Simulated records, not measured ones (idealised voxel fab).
process module | voxel air gaps
cross-section cut | 260 nm wide | cells 5 nm
A cross-section is a grid of square cells, given in bands from the top down. A band is one or more rows of cells.
Each band's line starts with the height of the band's top and of its bottom, in nm. Then come its materials from left to right, each with its width in nm. One material with "throughout" fills the band from edge to edge. "air" is empty space.
Height 0 is the level under which the wafer as received is all one material. The lowest band goes on downwards, as in "0 down".
A width such as "30 to 40" changes by the same amount from each row of cells to the next, from the band's top row to its bottom row.
"no change" after a step means that no cell of the cross-section changed.
closed voids: empty space of 8 cells or more with no open way to the top, each as width x height at its distance from the left edge, in nm
after a step's settings: what the simulator itself notes on the step
overlay nm, on a step with a mask: how far to the right of its planned place the mask lay; to the left if negative
plan
1 op RECEIVE | material Si
2 op CONFORMAL_DEP | material SiO2 | thk nm 10
3 op CONFORMAL_DEP | material SiCN | thk nm 5
4 op DIRECTIONAL_DEP | material lowk | thk nm 40
5 op DIRECTIONAL_DEP | material aC | thk nm 15
6 op PATTERN | tone open | mask id LINES | material resist | width nm 25 | pitch nm 50 | thk nm 35 | overlay nm 0
7 op DIRECTIONAL_ETCH | etch materials aC | depth nm 15
8 op STRIP | etch materials resist
9 op DIRECTIONAL_ETCH | etch materials lowk | depth nm 40
10 op STRIP | etch materials aC
11 op CONFORMAL_DEP | material TiN | thk nm 5
12 op FILL_DEP | material W | thk nm 5
13 op CMP | height nm 55
14 op EPI | material Ru | thk nm 10
15 op SELECTIVE_ETCH | etch materials lowk | depth nm 50
16 op CONFORMAL_DEP | material SiCN | thk nm 5
as received, after step 1
  0 down: Si throughout
  closed voids: none
first wafer at the end, as planned
  70 to 65: air 25 | SiCN 205 | air 30
  65 to 55: air 25 | SiCN 5 | Ru 45 | SiCN 5 | Ru 45 | SiCN 5 | Ru 45 | SiCN 5 | Ru 45 | SiCN 5 | air 30
  55 to 50: air 25 | SiCN 15 | TiN 5 | W 15 | TiN 5 | SiCN 25 | TiN 5 | W 15 | TiN 5 | SiCN 25 | TiN 5 | W 15 | TiN 5 | SiCN 25 | TiN 5 | W 15 | TiN 5 | SiCN 15 | air 30
  50 to 20: air 35 | SiCN 5 | TiN 5 | W 15 | TiN 5 | SiCN 5 | air 15 | SiCN 5 | TiN 5 | W 15 | TiN 5 | SiCN 5 | air 15 | SiCN 5 | TiN 5 | W 15 | TiN 5 | SiCN 5 | air 15 | SiCN 5 | TiN 5 | W 15 | TiN 5 | SiCN 5 | air 40
  20 to 15: SiCN 40 | TiN 25 | SiCN 25 | TiN 25 | SiCN 25 | TiN 25 | SiCN 25 | TiN 25 | SiCN 45
  15 to 10: SiCN throughout
  10 to 0: SiO2 throughout
  0 down: Si throughout
  closed voids: 15 x 30 at 70; 15 x 30 at 120; 15 x 30 at 170
second wafer at the end: like start, like plan, one mistake
  70 to 65: air 25 | SiCN 205 | air 30
  65 to 55: air 25 | SiCN 5 | Ru 45 | SiCN 5 | Ru 45 | SiCN 5 | Ru 45 | SiCN 5 | Ru 45 | SiCN 5 | air 30
  55 to 50: air 25 | SiCN 15 | TiN 5 | W 15 | TiN 5 | SiCN 25 | TiN 5 | W 15 | TiN 5 | SiCN 25 | TiN 5 | W 15 | TiN 5 | SiCN 25 | TiN 5 | W 15 | TiN 5 | SiCN 15 | air 30
  50 to 20: air 35 | SiCN 5 | TiN 5 | W 15 | TiN 5 | SiCN 5 | air 15 | SiCN 5 | TiN 5 | W 15 | TiN 5 | SiCN 5 | air 15 | SiCN 5 | TiN 5 | W 15 | TiN 5 | SiCN 5 | air 15 | SiCN 5 | TiN 5 | W 15 | TiN 5 | SiCN 5 | air 40
  20 to 15: SiCN 40 | TiN 25 | SiCN 25 | TiN 25 | SiCN 25 | TiN 25 | SiCN 25 | TiN 25 | SiCN 45
  15 to 10: SiCN throughout
  10 to 0: TiN throughout
  0 down: Si throughout
  closed voids: 15 x 30 at 70; 15 x 30 at 120; 15 x 30 at 170
what went wrong: step 2 ran as: op CONFORMAL_DEP | material TiN | thk nm 10
at the end the second wafer has, in cells: 104 fewer of SiO2 | 104 more of TiN
